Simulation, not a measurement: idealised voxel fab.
The following process module bears the name voxel plated lines.
cross-section cut | 155 nm wide | cells 5 nm
How to read a cross-section here: the picture is a grid of square cells, written as bands going from the top down, and any band can span one or more rows of cells. Top, bottom (nm), then materials left to right with widths (nm); lone material tagged "edge to edge" fills the whole band edge to edge; "air" = empty space. A quick word on heights: they are counted from 0, and under that level the wafer as it came to us is one material throughout. The lowest band is different from the rest in having no bottom; it simply continues downward, written as in "0 and below". When a width is written as two numbers, as in "30->40", the first number is the width in the top row of cells of the band and the second is the width in its bottom row, and the width changes by the same amount from each row to the next. Basically "nothing altered" means that step didn't change any cell in the cross-section. "Non-vented voids" means: voids of 8 cells or more that are shut off from the top with no open way through. Written width x height at distance, distance from the left edge, in nm. If you see something after the settings on a step's line, that's the simulator's own remark about that step. "overlay nm" denotes, for a step that has a mask, the displacement of the mask to the right of its planned place, with negative values corresponding to the left.

[Process steps (planned)]
1) RECEIVE: material Si
2) CONFORMAL_DEP: material SiO2, thk nm 15
3) DIRECTIONAL_DEP: material TiN, thk nm 5
4) PATTERN: tone open, mask id LINES, material resist, width nm 25, pitch nm 45, thk nm 35, overlay nm 0
5) EPI: material Ru, thk nm 10
6) EPI: material Ru, thk nm 5
7) EPI: material Ru, thk nm 10
8) STRIP: etch materials resist
9) DIRECTIONAL_ETCH: etch materials TiN, depth nm 5
10) CONFORMAL_DEP: material SiCN, thk nm 5

[The following pertains to the first of two wafers, which was processed as planned]

[Cross-section, incoming material, after step 1]
> 0 and below | Si edge to edge
> Non-vented voids: none

[after step 2]
> 15 down to 0 | SiO2 edge to edge
> Under the height 0 nothing was changed.

[after step 3]
> 20 down to 15 | TiN edge to edge
> Under the height 15 nothing was changed.

[after step 4]
> 55 down to 20 | resist (40) | air (25) | resist (20) | air (25) | resist (45)
> Under the height 20 nothing was changed.

[after step 5]
> 55 down to 30 | resist (40) | air (25) | resist (20) | air (25) | resist (45)
> 30 down to 20 | resist (40) | Ru (25) | resist (20) | Ru (25) | resist (45)
> Under the height 20 nothing was changed.

[after step 6]
> 55 down to 35 | resist (40) | air (25) | resist (20) | air (25) | resist (45)
> 35 down to 20 | resist (40) | Ru (25) | resist (20) | Ru (25) | resist (45)
> Under the height 20 nothing was changed.

[after step 7]
> 55 down to 45 | resist (40) | air (25) | resist (20) | air (25) | resist (45)
> 45 down to 20 | resist (40) | Ru (25) | resist (20) | Ru (25) | resist (45)
> Under the height 20 nothing was changed.

[after step 8]
> 45 down to 20 | air (40) | Ru (25) | air (20) | Ru (25) | air (45)
> Under the height 20 nothing was changed.

[after step 9]
> 45 down to 20 | air (40) | Ru (25) | air (20) | Ru (25) | air (45)
> 20 down to 15 | air (40) | TiN (25) | air (20) | TiN (25) | air (45)
> Under the height 15 nothing was changed.

[after step 10]
> 50 down to 45 | air (35) | SiCN (35) | air (10) | SiCN (35) | air (40)
> 45 down to 20 | air (35) | SiCN (5) | Ru (25) | SiCN (5) | air (10) | SiCN (5) | Ru (25) | SiCN (5) | air (40)
> 20 down to 15 | SiCN (40) | TiN (25) | SiCN (20) | TiN (25) | SiCN (45)
> Under the height 15 nothing was changed.

[Second Wafer (Identical Start and Plan, One Processing Error; Matches First Wafer Through Step 3)]

[The second wafer cut through, at the time step 4 was supposed to be finished]
> 55 down to 20 | resist (30) | air (25) | resist (20) | air (25) | resist (55)
> Under the height 20 nothing was changed.

[The second wafer cut through, at the time step 5 was supposed to be finished]
> 55 down to 30 | resist (30) | air (25) | resist (20) | air (25) | resist (55)
> 30 down to 20 | resist (30) | Ru (25) | resist (20) | Ru (25) | resist (55)
> Under the height 20 nothing was changed.

[The second wafer cut through, at the time step 6 was supposed to be finished]
> 55 down to 35 | resist (30) | air (25) | resist (20) | air (25) | resist (55)
> 35 down to 20 | resist (30) | Ru (25) | resist (20) | Ru (25) | resist (55)
> Under the height 20 nothing was changed.

[The second wafer cut through, at the time step 7 was supposed to be finished]
> 55 down to 45 | resist (30) | air (25) | resist (20) | air (25) | resist (55)
> 45 down to 20 | resist (30) | Ru (25) | resist (20) | Ru (25) | resist (55)
> Under the height 20 nothing was changed.

[The second wafer cut through, at the time step 8 was supposed to be finished]
> 45 down to 20 | air (30) | Ru (25) | air (20) | Ru (25) | air (55)
> Under the height 20 nothing was changed.

[The second wafer cut through, at the time step 9 was supposed to be finished]
> 45 down to 20 | air (30) | Ru (25) | air (20) | Ru (25) | air (55)
> 20 down to 15 | air (30) | TiN (25) | air (20) | TiN (25) | air (55)
> Under the height 15 nothing was changed.

[The second wafer cut through, at the time step 10 was supposed to be finished]
> 50 down to 45 | air (25) | SiCN (35) | air (10) | SiCN (35) | air (50)
> 45 down to 20 | air (25) | SiCN (5) | Ru (25) | SiCN (5) | air (10) | SiCN (5) | Ru (25) | SiCN (5) | air (50)
> 20 down to 15 | SiCN (30) | TiN (25) | SiCN (20) | TiN (25) | SiCN (55)
> Under the height 15 nothing was changed.
Run error: rather than as planned, step 4 actually ran as PATTERN: tone open, mask id LINES, material resist, width nm 25, pitch nm 45, thk nm 35, overlay nm -10
Comparing end states, the material composition by cell count is preserved from the first wafer to the second, while the locations of the cells are not.
